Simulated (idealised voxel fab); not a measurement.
process module | voxel capacitor over wiring
cross-section cut | 170 nm wide | cells 5 nm
A cross-section is a grid of square cells, given in bands from the top down. A band is one or more rows of cells.
Each band's line starts with the height of the band's top and of its bottom, in nm. Then come its materials from left to right, each with its width in nm. One material with "throughout" fills the band from edge to edge. "air" is empty space.
Height 0 is the level under which the wafer as received is all one material. The lowest band goes on downwards, as in "0 down".
A width such as "30 to 40" changes by the same amount from each row of cells to the next, from the band's top row to its bottom row.
"no change" after a step means that no cell of the cross-section changed.
closed voids: empty space of 8 cells or more with no open way to the top, each as width x height at its distance from the left edge, in nm
after a step's settings: what the simulator itself notes on the step
overlay nm, on a step with a mask: how far to the right of its planned place the mask lay; to the left if negative
plan
1 op RECEIVE | material Si
2 op CONFORMAL_DEP | material SiO2 | thk nm 10
3 op DIRECTIONAL_DEP | material TiN | thk nm 5
4 op DIRECTIONAL_DEP | material Ru | thk nm 15
5 op DIRECTIONAL_DEP | material aC | thk nm 15
6 op PATTERN | tone cover | mask id METAL_1 | material resist | width nm 20 | pitch nm 80 | thk nm 35 | overlay nm 0
7 op DIRECTIONAL_ETCH | etch materials aC | depth nm 15
8 op STRIP | etch materials resist
9 op DIRECTIONAL_ETCH | etch materials Ru | depth nm 15
10 op DIRECTIONAL_ETCH | etch materials TiN | depth nm 5
11 op STRIP | etch materials aC
12 op FILL_DEP | material SiO2 | thk nm 10
13 op CMP | height nm 30
14 op CONFORMAL_DEP | material SiCN | thk nm 5
15 op DIRECTIONAL_DEP | material lowk | thk nm 15
16 op DIRECTIONAL_DEP | material aC | thk nm 15
17 op PATTERN | tone open | mask id PLUG_1 | material resist | width nm 15 | thk nm 30 | overlay nm 0
18 op DIRECTIONAL_ETCH | etch materials aC | depth nm 15
19 op STRIP | etch materials resist
20 op DIRECTIONAL_ETCH | etch materials lowk | depth nm 15
21 op DIRECTIONAL_ETCH | etch materials SiCN | depth nm 5
22 op STRIP | etch materials aC
23 op CONFORMAL_DEP | material TiN | thk nm 5
24 op FILL_DEP | material W | thk nm 5
25 op CMP | height nm 50
26 op DIRECTIONAL_DEP | material TiN | thk nm 10
27 op DIRECTIONAL_DEP | material SiN | thk nm 5
28 op DIRECTIONAL_DEP | material TiN | thk nm 10
29 op MASKED_ETCH | tone cover | mask id UPPER_PLATE | width nm 65 | etch materials TiN | depth nm 10 | overlay nm 0
30 op MASKED_ETCH | tone cover | mask id UPPER_PLATE | width nm 65 | etch materials SiN | depth nm 5 | overlay nm 0
31 op PATTERN | tone cover | mask id LOWER_PLATE | material resist | width nm 75 | thk nm 20 | overlay nm 0
32 op DIRECTIONAL_ETCH | etch materials TiN | depth nm 10
33 op STRIP | etch materials resist
34 op FILL_DEP | material SiO2 | thk nm 15
35 op CMP | height nm 85
36 op DIRECTIONAL_DEP | material aC | thk nm 15
37 op PATTERN | tone open | mask id PLUG_2 | material resist | width nm 15 | thk nm 30 | overlay nm 0
38 op DIRECTIONAL_ETCH | etch materials aC | depth nm 15
39 op STRIP | etch materials resist
40 op DIRECTIONAL_ETCH | etch materials SiO2 | depth nm 10
41 op STRIP | etch materials aC
42 op CONFORMAL_DEP | material TiN | thk nm 5
43 op FILL_DEP | material Cu | thk nm 5
44 op CMP | height nm 85
45 op CONFORMAL_DEP | material SiN | thk nm 5
first wafer, as planned
as received, after step 1
  0 down: Si throughout
  closed voids: none
after step 2
  10 to 0: SiO2 throughout
  below 0: unchanged
after step 3
  15 to 10: TiN throughout
  below 10: unchanged
after step 4
  30 to 15: Ru throughout
  below 15: unchanged
after step 5
  45 to 30: aC throughout
  below 30: unchanged
after step 6
  80 to 45: air 35 | resist 20 | air 60 | resist 20 | air 35
  below 45: unchanged
after step 7
  65 to 45: air 35 | resist 20 | air 60 | resist 20 | air 35
  45 to 30: air 35 | aC 20 | air 60 | aC 20 | air 35
  below 30: unchanged
after step 8
  45 to 30: air 35 | aC 20 | air 60 | aC 20 | air 35
  below 30: unchanged
after step 9
  45 to 30: air 35 | aC 20 | air 60 | aC 20 | air 35
  30 to 15: air 35 | Ru 20 | air 60 | Ru 20 | air 35
  below 15: unchanged
after step 10
  45 to 30: air 35 | aC 20 | air 60 | aC 20 | air 35
  30 to 15: air 35 | Ru 20 | air 60 | Ru 20 | air 35
  15 to 10: air 35 | TiN 20 | air 60 | TiN 20 | air 35
  below 10: unchanged
after step 11
  30 to 15: air 35 | Ru 20 | air 60 | Ru 20 | air 35
  below 15: unchanged
after step 12
  40 to 30: SiO2 throughout
  30 to 15: SiO2 35 | Ru 20 | SiO2 60 | Ru 20 | SiO2 35
  15 to 10: SiO2 35 | TiN 20 | SiO2 60 | TiN 20 | SiO2 35
  below 10: unchanged
after step 13
  30 to 15: SiO2 35 | Ru 20 | SiO2 60 | Ru 20 | SiO2 35
  below 15: unchanged
after step 14
  35 to 30: SiCN throughout
  below 30: unchanged
after step 15
  50 to 35: lowk throughout
  below 35: unchanged
after step 16
  65 to 50: aC throughout
  below 50: unchanged
after step 17
  95 to 65: resist 40 | air 15 | resist 115
  below 65: unchanged
after step 18
  80 to 65: resist 40 | air 15 | resist 115
  65 to 50: aC 40 | air 15 | aC 115
  below 50: unchanged
after step 19
  65 to 50: aC 40 | air 15 | aC 115
  below 50: unchanged
after step 20
  65 to 50: aC 40 | air 15 | aC 115
  50 to 35: lowk 40 | air 15 | lowk 115
  below 35: unchanged
after step 21
  65 to 50: aC 40 | air 15 | aC 115
  50 to 35: lowk 40 | air 15 | lowk 115
  35 to 30: SiCN 40 | air 15 | SiCN 115
  below 30: unchanged
after step 22
  50 to 35: lowk 40 | air 15 | lowk 115
  below 35: unchanged
after step 23
  55 to 50: TiN 45 | air 5 | TiN 120
  50 to 35: lowk 40 | TiN 5 | air 5 | TiN 5 | lowk 115
  35 to 30: SiCN 40 | TiN 15 | SiCN 115
  below 30: unchanged
after step 24
  60 to 55: W throughout
  55 to 50: TiN 45 | W 5 | TiN 120
  50 to 35: lowk 40 | TiN 5 | W 5 | TiN 5 | lowk 115
  below 35: unchanged
after step 25
  50 to 35: lowk 40 | TiN 5 | W 5 | TiN 5 | lowk 115
  below 35: unchanged
after step 26
  60 to 50: TiN throughout
  below 50: unchanged
after step 27
  65 to 60: SiN throughout
  below 60: unchanged
after step 28
  75 to 65: TiN throughout
  below 65: unchanged
after step 29
  75 to 65: air 40 | TiN 65 | air 65
  below 65: unchanged
after step 30
  75 to 65: air 40 | TiN 65 | air 65
  65 to 60: air 40 | SiN 65 | air 65
  below 60: unchanged
after step 31
  95 to 75: air 35 | resist 75 | air 60
  75 to 65: air 35 | resist 5 | TiN 65 | resist 5 | air 60
  65 to 60: air 35 | resist 5 | SiN 65 | resist 5 | air 60
  below 60: unchanged
after step 32
  95 to 75: air 35 | resist 75 | air 60
  75 to 65: air 35 | resist 5 | TiN 65 | resist 5 | air 60
  65 to 60: air 35 | resist 5 | SiN 65 | resist 5 | air 60
  60 to 50: air 35 | TiN 75 | air 60
  below 50: unchanged
after step 33
  75 to 65: air 40 | TiN 65 | air 65
  65 to 60: air 40 | SiN 65 | air 65
  below 60: unchanged
after step 34
  90 to 75: SiO2 throughout
  75 to 65: SiO2 40 | TiN 65 | SiO2 65
  65 to 60: SiO2 40 | SiN 65 | SiO2 65
  60 to 50: SiO2 35 | TiN 75 | SiO2 60
  below 50: unchanged
after step 35
  85 to 75: SiO2 throughout
  below 75: unchanged
after step 36
  100 to 85: aC throughout
  below 85: unchanged
after step 37
  130 to 100: resist 50 | air 15 | resist 105
  below 100: unchanged
after step 38
  115 to 100: resist 50 | air 15 | resist 105
  100 to 85: aC 50 | air 15 | aC 105
  below 85: unchanged
after step 39
  100 to 85: aC 50 | air 15 | aC 105
  below 85: unchanged
after step 40
  100 to 85: aC 50 | air 15 | aC 105
  85 to 75: SiO2 50 | air 15 | SiO2 105
  below 75: unchanged
after step 41
  85 to 75: SiO2 50 | air 15 | SiO2 105
  below 75: unchanged
after step 42
  90 to 85: TiN 55 | air 5 | TiN 110
  85 to 80: SiO2 50 | TiN 5 | air 5 | TiN 5 | SiO2 105
  80 to 75: SiO2 50 | TiN 15 | SiO2 105
  below 75: unchanged
after step 43
  95 to 90: Cu throughout
  90 to 85: TiN 55 | Cu 5 | TiN 110
  85 to 80: SiO2 50 | TiN 5 | Cu 5 | TiN 5 | SiO2 105
  below 80: unchanged
after step 44
  85 to 80: SiO2 50 | TiN 5 | Cu 5 | TiN 5 | SiO2 105
  below 80: unchanged
after step 45
  90 to 85: SiN throughout
  below 85: unchanged
second wafer: like start, like plan, one mistake. Through step 3 it matches the first wafer
when step 4 should have ended
  20 to 15: Ru throughout
  below 15: unchanged
when step 5 should have ended
  35 to 20: aC throughout
  below 20: unchanged
when step 6 should have ended
  70 to 35: air 35 | resist 20 | air 60 | resist 20 | air 35
  below 35: unchanged
when step 7 should have ended
  55 to 35: air 35 | resist 20 | air 60 | resist 20 | air 35
  35 to 20: air 35 | aC 20 | air 60 | aC 20 | air 35
  below 20: unchanged
when step 8 should have ended
  35 to 20: air 35 | aC 20 | air 60 | aC 20 | air 35
  below 20: unchanged
when step 9 should have ended
  35 to 20: air 35 | aC 20 | air 60 | aC 20 | air 35
  20 to 15: air 35 | Ru 20 | air 60 | Ru 20 | air 35
  below 15: unchanged
when step 10 should have ended
  35 to 20: air 35 | aC 20 | air 60 | aC 20 | air 35
  20 to 15: air 35 | Ru 20 | air 60 | Ru 20 | air 35
  15 to 10: air 35 | TiN 20 | air 60 | TiN 20 | air 35
  below 10: unchanged
when step 11 should have ended
  20 to 15: air 35 | Ru 20 | air 60 | Ru 20 | air 35
  below 15: unchanged
when step 12 should have ended
  30 to 20: SiO2 throughout
  20 to 15: SiO2 35 | Ru 20 | SiO2 60 | Ru 20 | SiO2 35
  15 to 10: SiO2 35 | TiN 20 | SiO2 60 | TiN 20 | SiO2 35
  below 10: unchanged
when step 13 should have ended: no change
when step 14 should have ended
  35 to 30: SiCN throughout
  below 30: unchanged
when step 15 should have ended
  50 to 35: lowk throughout
  below 35: unchanged
when step 16 should have ended
  65 to 50: aC throughout
  below 50: unchanged
when step 17 should have ended
  95 to 65: resist 40 | air 15 | resist 115
  below 65: unchanged
when step 18 should have ended
  80 to 65: resist 40 | air 15 | resist 115
  65 to 50: aC 40 | air 15 | aC 115
  below 50: unchanged
when step 19 should have ended
  65 to 50: aC 40 | air 15 | aC 115
  below 50: unchanged
when step 20 should have ended
  65 to 50: aC 40 | air 15 | aC 115
  50 to 35: lowk 40 | air 15 | lowk 115
  below 35: unchanged
when step 21 should have ended
  65 to 50: aC 40 | air 15 | aC 115
  50 to 35: lowk 40 | air 15 | lowk 115
  35 to 30: SiCN 40 | air 15 | SiCN 115
  below 30: unchanged
when step 22 should have ended
  50 to 35: lowk 40 | air 15 | lowk 115
  below 35: unchanged
when step 23 should have ended
  55 to 50: TiN 45 | air 5 | TiN 120
  50 to 35: lowk 40 | TiN 5 | air 5 | TiN 5 | lowk 115
  35 to 30: SiCN 40 | TiN 15 | SiCN 115
  below 30: unchanged
when step 24 should have ended
  60 to 55: W throughout
  55 to 50: TiN 45 | W 5 | TiN 120
  50 to 35: lowk 40 | TiN 5 | W 5 | TiN 5 | lowk 115
  below 35: unchanged
when step 25 should have ended
  50 to 35: lowk 40 | TiN 5 | W 5 | TiN 5 | lowk 115
  below 35: unchanged
when step 26 should have ended
  60 to 50: TiN throughout
  below 50: unchanged
when step 27 should have ended
  65 to 60: SiN throughout
  below 60: unchanged
when step 28 should have ended
  75 to 65: TiN throughout
  below 65: unchanged
when step 29 should have ended
  75 to 65: air 40 | TiN 65 | air 65
  below 65: unchanged
when step 30 should have ended
  75 to 65: air 40 | TiN 65 | air 65
  65 to 60: air 40 | SiN 65 | air 65
  below 60: unchanged
when step 31 should have ended
  95 to 75: air 35 | resist 75 | air 60
  75 to 65: air 35 | resist 5 | TiN 65 | resist 5 | air 60
  65 to 60: air 35 | resist 5 | SiN 65 | resist 5 | air 60
  below 60: unchanged
when step 32 should have ended
  95 to 75: air 35 | resist 75 | air 60
  75 to 65: air 35 | resist 5 | TiN 65 | resist 5 | air 60
  65 to 60: air 35 | resist 5 | SiN 65 | resist 5 | air 60
  60 to 50: air 35 | TiN 75 | air 60
  below 50: unchanged
when step 33 should have ended
  75 to 65: air 40 | TiN 65 | air 65
  65 to 60: air 40 | SiN 65 | air 65
  below 60: unchanged
when step 34 should have ended
  90 to 75: SiO2 throughout
  75 to 65: SiO2 40 | TiN 65 | SiO2 65
  65 to 60: SiO2 40 | SiN 65 | SiO2 65
  60 to 50: SiO2 35 | TiN 75 | SiO2 60
  below 50: unchanged
when step 35 should have ended
  85 to 75: SiO2 throughout
  below 75: unchanged
when step 36 should have ended
  100 to 85: aC throughout
  below 85: unchanged
when step 37 should have ended
  130 to 100: resist 50 | air 15 | resist 105
  below 100: unchanged
when step 38 should have ended
  115 to 100: resist 50 | air 15 | resist 105
  100 to 85: aC 50 | air 15 | aC 105
  below 85: unchanged
when step 39 should have ended
  100 to 85: aC 50 | air 15 | aC 105
  below 85: unchanged
when step 40 should have ended
  100 to 85: aC 50 | air 15 | aC 105
  85 to 75: SiO2 50 | air 15 | SiO2 105
  below 75: unchanged
when step 41 should have ended
  85 to 75: SiO2 50 | air 15 | SiO2 105
  below 75: unchanged
when step 42 should have ended
  90 to 85: TiN 55 | air 5 | TiN 110
  85 to 80: SiO2 50 | TiN 5 | air 5 | TiN 5 | SiO2 105
  80 to 75: SiO2 50 | TiN 15 | SiO2 105
  below 75: unchanged
when step 43 should have ended
  95 to 90: Cu throughout
  90 to 85: TiN 55 | Cu 5 | TiN 110
  85 to 80: SiO2 50 | TiN 5 | Cu 5 | TiN 5 | SiO2 105
  below 80: unchanged
when step 44 should have ended
  85 to 80: SiO2 50 | TiN 5 | Cu 5 | TiN 5 | SiO2 105
  below 80: unchanged
when step 45 should have ended
  90 to 85: SiN throughout
  below 85: unchanged
what went wrong: step 4 ran as: op DIRECTIONAL_DEP | material Ru | thk nm 5
at the end the second wafer has, in cells: 16 fewer of Ru | 16 more of SiO2
